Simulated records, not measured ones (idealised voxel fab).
The process module that follows is named voxel ribs on slabs.
This is section cut - it's 255 nm across, gridded in 5 nm square cells.
When this document writes out a cross-section, it uses a grid of square cells and lists it as bands, beginning at the top and moving down, with a band standing for one or more rows of cells.
Band: top height; bottom height; in nm. Then, left to right: material with width in nm, for each material. "all across": a single material spanning edge to edge. "blank": empty space.
For the purposes of this specification, 0 denotes the height below which the wafer in its as-received condition is composed wholly of one material, and the lowermost band, lacking a lower limit, extends downward without end, as expressed in "0 and below".
So if you see something like "30..40" for the width, read it as the top row of the band sitting at the first number and the bottom row at the second, with every row in between moving by the same amount as the last.
You'll sometimes find "identical to before" written for a step, and that's the way of saying that nowhere in the cross-section did a cell change during that step.
Listed in "Sealed cavities": every empty space of 8 or more cells without an open way to the top. Form: width x height at distance, the distance being from the left edge, all in nm.
Formally, on a step line, whatever follows the settings is a remark that the simulator itself makes on the step.
overlay nm: how far to the right of its planned place the mask lay on this masked step (negative: to the left).

Listed below are the process steps as planned
- 1: RECEIVE [material Si]
- 2: DIRECTIONAL_DEP [material SiO2] [thk nm 30]
- 3: DIRECTIONAL_DEP [material polySi] [thk nm 25]
- 4: MASKED_ETCH [tone cover] [mask id RIB] [width nm 15] [etch materials polySi] [depth nm 5] [overlay nm 0]
- 5: MASKED_ETCH [tone cover] [mask id SLAB] [width nm 65] [etch materials polySi] [depth nm 20] [overlay nm 0]
- 6: FILL_DEP [material SiO2] [thk nm 20]
- 7: CMP [height nm 65]
- 8: DIRECTIONAL_DEP [material TiN] [thk nm 5]
- 9: DIRECTIONAL_DEP [material aC] [thk nm 15]
- 10: PATTERN [tone cover] [mask id HEATER] [material resist] [width nm 25] [thk nm 30] [overlay nm 0]
- 11: DIRECTIONAL_ETCH [etch materials aC] [depth nm 15]
- 12: STRIP [etch materials resist]
- 13: DIRECTIONAL_ETCH [etch materials TiN] [depth nm 5]
- 14: STRIP [etch materials aC]
- 15: CONFORMAL_DEP [material SiO2] [thk nm 10]
Quick note for whoever runs this: the wafers start identical, but the width nm at step 5 isn't the same across them. The plan just shows what the first wafer had.

Cross-section of the first of several wafers on receipt, reflecting completion of step 1
0 and below: Si all across
Sealed cavities: none

The following table contains a row per wafer, in which are reported, at the conclusion of the module, the cells of each material gained (+) or lost (-) since the wafer's receipt, with its closed voids given thereafter
width nm 65, +714 SiO2, +5 TiN, +55 polySi, Sealed cavities: none
width nm 70, +710 SiO2, +5 TiN, +59 polySi, Sealed cavities: none
width nm 75, +706 SiO2, +5 TiN, +63 polySi, Sealed cavities: none
width nm 80, +702 SiO2, +5 TiN, +67 polySi, Sealed cavities: none
width nm 85, +698 SiO2, +5 TiN, +71 polySi, Sealed cavities: none
width nm 90, +694 SiO2, +5 TiN, +75 polySi, Sealed cavities: none
